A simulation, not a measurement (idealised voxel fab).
Process module heading - voxel wiring stack
Square cell edge 5 nm, section width 160 nm, ID cut.
Throughout this document, each cross-section is represented as a grid of square cells and is presented as a sequence of bands enumerated from the top downward, where a band comprises one or more rows of cells.
Top height, bottom height, nm. Materials left to right, width each, nm. Single material + "edge to edge" = fills band edge to edge. "empty" = empty.
Ref level 0: as-received wafer is one material below here. Bottom band extends down with no lower bound ("0..down").
With a width like "30 to 40", each row of cells in the band differs from the next by the same amount, the top row carrying the first number and the bottom row the second.
You'll sometimes find "nothing different" written for a step, and that's the way of saying that nowhere in the cross-section did a cell change during that step.
"Fully sealed cavities" means: voids of 8 cells or more that are shut off from the top with no open way through. Written width x height at distance, distance from the left edge, in nm.
Note: text after step settings on the step line = simulator remark on that step.
The line of a step may include "overlay nm". On a step with a mask, this value is how far to the right of its planned place the mask lay. A negative value means the mask lay to the left.
[Steps in the process plan]
1 RECEIVE [material Si]
2 CONFORMAL_DEP [material SiO2] [thk nm 15]
3 CONFORMAL_DEP [material SiN] [thk nm 5]
4 DIRECTIONAL_DEP [material SiO2] [thk nm 25]
5 PATTERN [tone open] [mask id METAL_1] [material resist] [width nm 25] [pitch nm 45] [thk nm 15] [overlay nm 0]
6 DIRECTIONAL_ETCH [etch materials SiO2] [depth nm 25]
7 DIRECTIONAL_ETCH [etch materials SiN] [depth nm 5]
8 STRIP [etch materials resist]
9 CONFORMAL_DEP [material TiN] [thk nm 5]
10 FILL_DEP [material W] [thk nm 5]
11 CMP [height nm 45]
12 CONFORMAL_DEP [material SiCN] [thk nm 5]
13 DIRECTIONAL_DEP [material SiO2] [thk nm 30]
14 DIRECTIONAL_DEP [material aC] [thk nm 10]
15 PATTERN [tone open] [mask id METAL_2_HOLES] [material resist] [width nm 15] [pitch nm 90] [thk nm 30] [overlay nm 0]
16 DIRECTIONAL_ETCH [etch materials aC] [depth nm 10]
17 STRIP [etch materials resist]
18 DIRECTIONAL_ETCH [etch materials SiO2] [depth nm 30]
19 STRIP [etch materials aC]
20 DIRECTIONAL_DEP [material aC] [thk nm 15]
21 PATTERN [tone open] [mask id METAL_2] [material resist] [width nm 25] [pitch nm 45] [thk nm 35] [overlay nm 0]
22 DIRECTIONAL_ETCH [etch materials aC] [depth nm 15]
23 STRIP [etch materials resist]
24 DIRECTIONAL_ETCH [etch materials SiO2] [depth nm 15]
25 DIRECTIONAL_ETCH [etch materials SiCN] [depth nm 5]
26 STRIP [etch materials aC]
27 CONFORMAL_DEP [material TiN] [thk nm 5]
28 FILL_DEP [material Cu] [thk nm 10]
29 CMP [height nm 80]
30 CONFORMAL_DEP [material SiCN] [thk nm 5]
[Cross-section, incoming material, after step 1]
	0..down | Si edge to edge
	Fully sealed cavities: none
[Starting structure and process plan are as shown above, but one mistake was made in running the module; the wafer cross-section at the end of the module follows]
	85..80 | SiCN edge to edge
	80..70 | SiO2: 20, then TiN: 5, then Cu: 15, then TiN: 5, then SiO2: 20, then TiN: 5, then Cu: 15, then TiN: 5, then SiO2: 20, then TiN: 5, then Cu: 15, then TiN: 5, then SiO2: 25
	70..65 | SiO2: 20, then TiN: 5, then Cu: 10, then TiN: 10, then SiO2: 20, then TiN: 25, then SiO2: 20, then TiN: 5, then Cu: 10, then TiN: 10, then SiO2: 25
	65..50 | SiO2: 20, then TiN: 5, then Cu: 10, then TiN: 5, then SiO2: 70, then TiN: 5, then Cu: 10, then TiN: 5, then SiO2: 30
	50..45 | SiCN: 20, then TiN: 20, then SiCN: 70, then TiN: 20, then SiCN: 30
	45..20 | SiO2: 20, then TiN: 5, then W: 15, then TiN: 5, then SiO2: 20, then TiN: 5, then W: 15, then TiN: 5, then SiO2: 20, then TiN: 5, then W: 15, then TiN: 5, then SiO2: 25
	20..15 | SiN: 20, then TiN: 25, then SiN: 20, then TiN: 25, then SiN: 20, then TiN: 25, then SiN: 25
	15..0 | SiO2 edge to edge
	0..down | Si edge to edge
	Fully sealed cavities: none
Diagnosis: step 15 did not use the planned setting and instead ran as PATTERN [tone open] [mask id METAL_2_HOLES] [material resist] [width nm 20] [pitch nm 90] [thk nm 30] [overlay nm 0]
